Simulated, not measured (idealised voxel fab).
This is a process module. Its name is voxel ribs on slabs.
Cross-section cut: width 170 nm, square cells of 5 nm.
This document writes a cross-section as a grid whose cells are square, and gives it as bands, listed from the top down; one or more rows of cells form a band.
A band entry consists of two parts. The first gives the height of the band's top and the height of its bottom, in nm. The rest lists the band's materials from left to right, each with its width in nm. A single material labelled with the word "all across" fills the band from edge to edge, and the word "blank" marks empty space.
Note: height 0 marks the level under which the wafer is uniformly one material as received. Lowest band unbounded below, written "0..down".
The notation "30..40" denotes a width that varies across the rows of cells in the band, beginning at the first number in the top row, finishing at the second number in the bottom row, and changing by an identical amount from each row to the next.
Key: "remains unaltered" - step with no changed cell in the cross-section.
Entry "Closed empty spaces" = empty spaces >= 8 cells with no open way to the top; each as width x height at distance, distance from left edge, all nm.
It should be noted that, on the line of a given step, the content following the step's settings is a remark produced by the simulator itself with respect to that step.
overlay nm: for a step with a mask, the amount by which the mask lay right of where it was planned; a negative amount means left of it.
**Steps in the process plan**
| 1 | RECEIVE [material Si] |
| 2 | DIRECTIONAL_DEP [material SiO2] [thk nm 30] |
| 3 | DIRECTIONAL_DEP [material polySi] [thk nm 25] |
| 4 | DIRECTIONAL_DEP [material aC] [thk nm 10] |
| 5 | PATTERN [tone cover] [mask id RIB] [material resist] [width nm 25] [thk nm 30] [overlay nm 0] |
| 6 | DIRECTIONAL_ETCH [etch materials aC] [depth nm 10] |
| 7 | STRIP [etch materials resist] |
| 8 | DIRECTIONAL_ETCH [etch materials polySi] [depth nm 10] |
| 9 | STRIP [etch materials aC] |
| 10 | MASKED_ETCH [tone cover] [mask id SLAB] [width nm 55] [etch materials polySi] [depth nm 15] [overlay nm 0] |
| 11 | FILL_DEP [material SiO2] [thk nm 25] |
| 12 | CMP [height nm 75] |
| 13 | DIRECTIONAL_DEP [material W] [thk nm 10] |
| 14 | DIRECTIONAL_DEP [material aC] [thk nm 15] |
| 15 | PATTERN [tone cover] [mask id HEATER] [material resist] [width nm 35] [thk nm 30] [overlay nm 0] |
| 16 | DIRECTIONAL_ETCH [etch materials aC] [depth nm 15] |
| 17 | STRIP [etch materials resist] |
| 18 | DIRECTIONAL_ETCH [etch materials W] [depth nm 10] |
| 19 | STRIP [etch materials aC] |
| 20 | CONFORMAL_DEP [material SiO2] [thk nm 5] |
**As received (post step 1): cross-section**
    0..down: Si all across
    Closed empty spaces: none
**Cross-sectional result after module completion. Note: starting condition and plan are unchanged from above; one processing mistake was made**
    90..85: blank 50 / SiO2 45 / blank 75
    85..80: blank 50 / SiO2 5 / W 35 / SiO2 5 / blank 75
    80..75: SiO2 55 / W 35 / SiO2 80
    75..55: SiO2 all across
    55..45: SiO2 70 / polySi 25 / SiO2 75
    45..30: SiO2 55 / polySi 55 / SiO2 60
    30..0: SiO2 all across
    0..down: Si all across
    Closed empty spaces: none
Deviation from plan: the process deviated at step 15: the operation and settings actually run there were PATTERN [tone cover] [mask id HEATER] [material resist] [width nm 35] [thk nm 30] [overlay nm -10]
